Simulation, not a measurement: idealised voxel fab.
Proc. module: voxel gate over fins
Square cells of 5 nm make up the cross-section cut, whose width is 290 nm.
Notation: cross-section as square-cell grid; stated in bands, top first, going down; one or more cell rows per band. Heights first: top, then bottom, in nm. Then materials, left to right, each with a width in nm. "all across" on a single material: fills the band edge to edge. "blank": empty space. Where do heights start? At 0: under that level the wafer as delivered is made of one material only. And the lowest band has no floor; it just carries on downward, as in "top 0, no bottom". A width such as "30..40" changes by the same amount from each row of cells to the next, from the band's top row to its bottom row. "no alterations made" (step): cross-section cells unchanged, all of them. Look at "Cavities, closed" for the closed voids: empty spaces with no open path to the top, sized 8 cells or up. Each is width x height at distance, distance from the left edge, all nm. Step line, after settings: the simulator's comment on this step. overlay nm: right-of-plan distance of the mask on a masked step; negative values mean left-of-plan.

**The following list gives the planned process steps**
- 1: op RECEIVE | material Si
- 2: op CONFORMAL_DEP | material SiN | thk nm 10
- 3: op DIRECTIONAL_DEP | material aC | thk nm 10
- 4: op PATTERN | tone cover | mask id FINS | material resist | width nm 15 | pitch nm 45 | thk nm 30 | overlay nm 0
- 5: op DIRECTIONAL_ETCH | etch materials aC | depth nm 10
- 6: op STRIP | etch materials resist
- 7: op DIRECTIONAL_ETCH | etch materials SiN | depth nm 10
- 8: op DIRECTIONAL_ETCH | etch materials Si | depth nm 40
- 9: op STRIP | etch materials aC
- 10: op OXIDIZE | depth nm 5
- 11: op FILL_DEP | material SiO2 | thk nm 5
- 12: op CMP | height nm 10
- 13: op SELECTIVE_ETCH | etch materials SiO2 | depth nm 25
- 14: op STRIP | etch materials SiN
- 15: op CONFORMAL_DEP | material HfO2 | thk nm 5
- 16: op CONFORMAL_DEP | material TiN | thk nm 5
- 17: op CONFORMAL_DEP | material TiAl | thk nm 5
- 18: op CONFORMAL_DEP | material TiN | thk nm 5
- 19: op FILL_DEP | material W | thk nm 10
- 20: op CMP | height nm 25
- 21: op CONFORMAL_DEP | material SiN | thk nm 5

**Cross-sectional view of the wafer in its as-received condition, corresponding to the state after step 1**
    top 0, no bottom: Si all across
    Cavities, closed: none

**Figure: cross-sectional view of the wafer upon completion of the module, processed from the initial state and according to the plan depicted above, with one error introduced during execution**
    top 30, bottom 25: SiN all across
    top 25, bottom 20: W all across
    top 20, bottom 15: 85 nm W, 135 nm TiN, 70 nm W
    top 15, bottom 10: 85 nm W, 5 nm TiN, 35 nm TiAl, 10 nm TiN, 35 nm TiAl, 10 nm TiN, 35 nm TiAl, 5 nm TiN, 70 nm W
    top 10, bottom 5: 85 nm W, 5 nm TiN, 5 nm TiAl, 25 nm TiN, 5 nm TiAl, 10 nm TiN, 5 nm TiAl, 25 nm TiN, 5 nm TiAl, 10 nm TiN, 5 nm TiAl, 25 nm TiN, 5 nm TiAl, 5 nm TiN, 70 nm W
    top 5, bottom 0: 90 nm TiN, 5 nm TiAl, 5 nm TiN, 15 nm HfO2, 5 nm TiN, 5 nm TiAl, 10 nm TiN, 5 nm TiAl, 5 nm TiN, 15 nm HfO2, 5 nm TiN, 5 nm TiAl, 10 nm TiN, 5 nm TiAl, 5 nm TiN, 15 nm HfO2, 5 nm TiN, 5 nm TiAl, 75 nm TiN
    top 0, bottom -5: 95 nm TiAl, 5 nm TiN, 5 nm HfO2, 5 nm Si, 5 nm HfO2, 5 nm TiN, 20 nm TiAl, 5 nm TiN, 5 nm HfO2, 5 nm Si, 5 nm HfO2, 5 nm TiN, 20 nm TiAl, 5 nm TiN, 5 nm HfO2, 5 nm Si, 5 nm HfO2, 5 nm TiN, 80 nm TiAl
    top -5, bottom -10: 100 nm TiN, 5 nm HfO2, 5 nm Si, 5 nm HfO2, 30 nm TiN, 5 nm HfO2, 5 nm Si, 5 nm HfO2, 30 nm TiN, 5 nm HfO2, 5 nm Si, 5 nm HfO2, 85 nm TiN
    top -10, bottom -15: 105 nm HfO2, 5 nm Si, 40 nm HfO2, 5 nm Si, 40 nm HfO2, 5 nm Si, 90 nm HfO2
    top -15, bottom -45: 105 nm SiO2, 5 nm Si, 40 nm SiO2, 5 nm Si, 40 nm SiO2, 5 nm Si, 90 nm SiO2
    top -45, no bottom: Si all across
    Cavities, closed: none
Which mistake was made when the wafer was run? step 4 did not use the planned setting and instead ran as op PATTERN | tone cover | mask id FINS | material resist | width nm 15 | pitch nm 45 | thk nm 30 | overlay nm 10
